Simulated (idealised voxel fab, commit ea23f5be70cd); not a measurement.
The process module presented herein is designated voxel released beams.
In the cross-section labelled cut, the width is 280 nm and each square cell is 5 nm.
Cross-section spec: square-cell grid; bands listed top down; each band is one or more rows. Within each band entry, the heights of the top and of the bottom of the band appear first, in that order and in nm; the materials of the band then follow from left to right, each with its corresponding width in nm. The designation "everywhere" on a single material indicates that it fills the band from edge to edge; the designation "blank" indicates empty space. Heights are measured from 0, the level below which the as-received wafer is all one material; the lowest band has no bottom and continues downward, written as in "0 and below". With a width like "30 to 40", each row of cells in the band differs from the next by the same amount, the top row carrying the first number and the bottom row the second. Where the words "nothing different" appear for a step, the cross-section shows no cell changed by that step; every cell remained as before. The entry "Non-vented voids" lists the empty spaces that cover at least 8 cells and have no open path to the top. Each is written as width x height at distance, where the distance is measured from the left edge and all three values are in nm. Step line, after settings: the simulator's comment on this step. "overlay nm", when on a step's line for a step with a mask, measures how far to the right of its planned place the mask lay; a negative measure means to the left.
-- Steps planned for the process
1 RECEIVE (material Si)
2 CONFORMAL_DEP (material Al2O3; thk nm 10)
3 DIRECTIONAL_DEP (material SiO2; thk nm 20)
4 PATTERN (tone open; mask id ANCHOR; material resist; width nm 25; thk nm 20; overlay nm 0)
5 DIRECTIONAL_ETCH (etch materials SiO2; depth nm 20)
6 STRIP (etch materials resist)
7 CONFORMAL_DEP (material SiN; thk nm 10)
8 DIRECTIONAL_DEP (material aC; thk nm 10)
9 PATTERN (tone cover; mask id BEAM; material resist; width nm 70; thk nm 30; overlay nm 0)
10 DIRECTIONAL_ETCH (etch materials aC; depth nm 10)
11 STRIP (etch materials resist)
12 DIRECTIONAL_ETCH (etch materials SiN; depth nm 10)
13 STRIP (etch materials aC)
14 STRIP (etch materials SiO2)
-- Shown in cross-section is the wafer as received, that is, as it stands after step 1
	0 and below  Si everywhere
	Non-vented voids: none
-- Cross-section taken at module completion on the first of two wafers; processed per the plan
	40 down to 30  blank=100; SiN=15; blank=5; SiN=50; blank=110
	30 down to 20  blank=105; SiN=10; blank=5; SiN=10; blank=150
	20 down to 10  blank=105; SiN=25; blank=150
	10 down to 0  Al2O3 everywhere
	0 and below  Si everywhere
	Non-vented voids: none
-- Cross-sectional view: second of two wafers, end of module; start and plan identical to the first, one mistake in running
	40 down to 30  blank=90; SiN=25; blank=5; SiN=40; blank=120
	30 down to 20  blank=105; SiN=10; blank=5; SiN=10; blank=150
	20 down to 10  blank=105; SiN=25; blank=150
	10 down to 0  Al2O3 everywhere
	0 and below  Si everywhere
	Non-vented voids: none
In executing the process, a mistake was made relative to the plan: not per plan at step 9, really ran PATTERN (tone cover; mask id BEAM; material resist; width nm 70; thk nm 30; overlay nm -10)
Heads up: at the end the two wafers have identical cell counts per material, they're just laid out differently.
